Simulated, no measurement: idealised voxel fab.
Documented hereafter: the process module known as voxel spacer lines.
For reference, the cross-section in this document is cut, with width 235 nm and square cells of 5 nm.
Reading order for cross-sections: top band down to bottom band. Underlying form: a grid of square cells. Band size: one or more rows of cells.
What a band's entry tells you: where the top is and where the bottom is, as heights in nm, and after that what lies inside, material by material from left to right, each with its width in nm. Empty space is written as the word "air", and a single material marked with the word "all across" occupies the band from edge to edge.
Beneath 0, the wafer as received is one material, and that level is where height counting begins. The lowest band goes on downward without a bottom; it is written like "0 down".
Per-row width for "30..40": begins at first number (top row of band), ends at second number (bottom row), increment between rows held constant.
Basically "nothing was modified" means that step didn't change any cell in the cross-section.
"Sealed internal voids" contains a list of empty spaces, each no smaller than 8 cells and without an open way to the top, written in the form width x height at distance with the distance from the left edge and all three in nm.
Post-settings text on a step line: simulator's own remark regarding the step.
overlay nm: how far to the right of its planned place the mask lay on this masked step (negative: to the left).
**The steps planned for the process are as follows**
1. RECEIVE | material Si
2. CONFORMAL_DEP | material Al2O3 | thk nm 5
3. DIRECTIONAL_DEP | material polySi | thk nm 10
4. DIRECTIONAL_DEP | material aC | thk nm 30
5. PATTERN | tone cover | mask id MANDREL | material resist | width nm 15 | pitch nm 50 | thk nm 35 | overlay nm -15
6. DIRECTIONAL_ETCH | etch materials aC | depth nm 30
7. STRIP | etch materials resist
8. CONFORMAL_DEP | material SiO2 | thk nm 10
9. DIRECTIONAL_ETCH | etch materials SiO2 | depth nm 10
10. STRIP | etch materials aC
11. DIRECTIONAL_ETCH | etch materials polySi | depth nm 10
12. STRIP | etch materials SiO2
Every wafer here starts from the same state; it is the step 5 overlay nm that distinguishes them, and the value the plan gives belongs to the first wafer.
**Cross-section, first of several wafers, as delivered after step 1**
	0 down | Si all across
	Sealed internal voids: none
**At the end of the module, after its last step, step 12, the first of several wafers appears in cross-section as follows**
	15 to 5 | air 60 / polySi 10 / air 15 / polySi 10 / air 15 / polySi 10 / air 15 / polySi 10 / air 90
	5 to 0 | Al2O3 all across
	0 down | Si all across
	Sealed internal voids: none
**End of module: cross-section, last of several wafers**
	15 to 5 | air 90 / polySi 10 / air 15 / polySi 10 / air 15 / polySi 10 / air 15 / polySi 10 / air 60
	5 to 0 | Al2O3 all across
	0 down | Si all across
	Sealed internal voids: none
**Tabulated below, wafer by wafer, are the end-of-module results: for each material, the number of cells gained (+) or lost (-) relative to the as-received state, followed by the closed voids**
overlay nm -15; +47 Al2O3; +16 polySi; Sealed internal voids: none
overlay nm -10; +47 Al2O3; +16 polySi; Sealed internal voids: none
overlay nm -5; +47 Al2O3; +16 polySi; Sealed internal voids: none
overlay nm 0; +47 Al2O3; +16 polySi; Sealed internal voids: none
overlay nm 5; +47 Al2O3; +16 polySi; Sealed internal voids: none
overlay nm 10; +47 Al2O3; +16 polySi; Sealed internal voids: none
overlay nm 15; +47 Al2O3; +16 polySi; Sealed internal voids: none
